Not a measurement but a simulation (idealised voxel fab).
The process module presented herein is designated voxel ribs on slabs.
The width of the displayed cross-section, cut, is 175 nm; its cells are square, with a size of 5 nm.
Throughout this document, each cross-section is represented as a grid of square cells and is presented as a sequence of bands enumerated from the top downward, where a band comprises one or more rows of cells. A band entry consists of two parts. The first gives the height of the band's top and the height of its bottom, in nm. The rest lists the band's materials from left to right, each with its width in nm. A single material labelled with the word "throughout" fills the band from edge to edge, and the word "air" marks empty space. We count height from 0. Below that, the starting wafer is all one material. The lowest band never ends at the bottom but goes on down; see "from 0 down" for how that is written. The width entry "30..40" should be interpreted row by row: the top row of cells in the band takes the first number, the bottom row takes the second number, and the change between adjacent rows is uniform throughout. Where the words "no modification" appear for a step, the cross-section shows no cell changed by that step; every cell remained as before. In "Sealed void list" the enclosed voids are listed, meaning empty spaces of 8 cells or larger without any opening to the top. The form is width x height at distance, distance from the left edge, units nm. Post-settings text on a step line: simulator's own remark regarding the step. The optional step-line setting "overlay nm" applies to steps with a mask and quantifies how far to the right of its planned location the mask lay, a negative value indicating leftward placement.
### Process steps foreseen in the plan
| 1 | RECEIVE | material Si |
| 2 | DIRECTIONAL_DEP | material SiO2 | thk nm 30 |
| 3 | DIRECTIONAL_DEP | material SiN | thk nm 20 |
| 4 | PATTERN | tone cover | mask id RIB | material resist | width nm 25 | thk nm 20 | overlay nm 0 |
| 5 | DIRECTIONAL_ETCH | etch materials SiN | depth nm 10 |
| 6 | STRIP | etch materials resist |
| 7 | PATTERN | tone cover | mask id SLAB | material resist | width nm 65 | thk nm 15 | overlay nm 0 |
| 8 | DIRECTIONAL_ETCH | etch materials SiN | depth nm 10 |
| 9 | STRIP | etch materials resist |
| 10 | FILL_DEP | material SiO2 | thk nm 20 |
| 11 | CMP | height nm 65 |
| 12 | DIRECTIONAL_DEP | material W | thk nm 10 |
| 13 | MASKED_ETCH | tone cover | mask id HEATER | width nm 35 | etch materials W | depth nm 10 | overlay nm 0 |
| 14 | CONFORMAL_DEP | material SiN | thk nm 5 |
### Here's what the wafer looked like in cross-section when it arrived - that's after step 1
  from 0 down = Si throughout
  Sealed void list: none
### Cross-section, end of module. Start: as above. Plan: as above. Execution: one mistake
  from 70 to 65 = air 65 | SiN 45 | air 65
  from 65 to 60 = air 65 | SiN 5 | W 35 | SiN 5 | air 65
  from 60 to 55 = SiN 70 | W 35 | SiN 70
  from 55 to 50 = SiO2 throughout
  from 50 to 40 = SiO2 75 | SiN 25 | SiO2 75
  from 40 to 30 = SiO2 55 | SiN 65 | SiO2 55
  from 30 to 0 = SiO2 throughout
  from 0 down = Si throughout
  Sealed void list: none
Heads up, the wafer didn't run the way we planned it: step 11 went in with a setting other than planned; the actual run was CMP | height nm 55
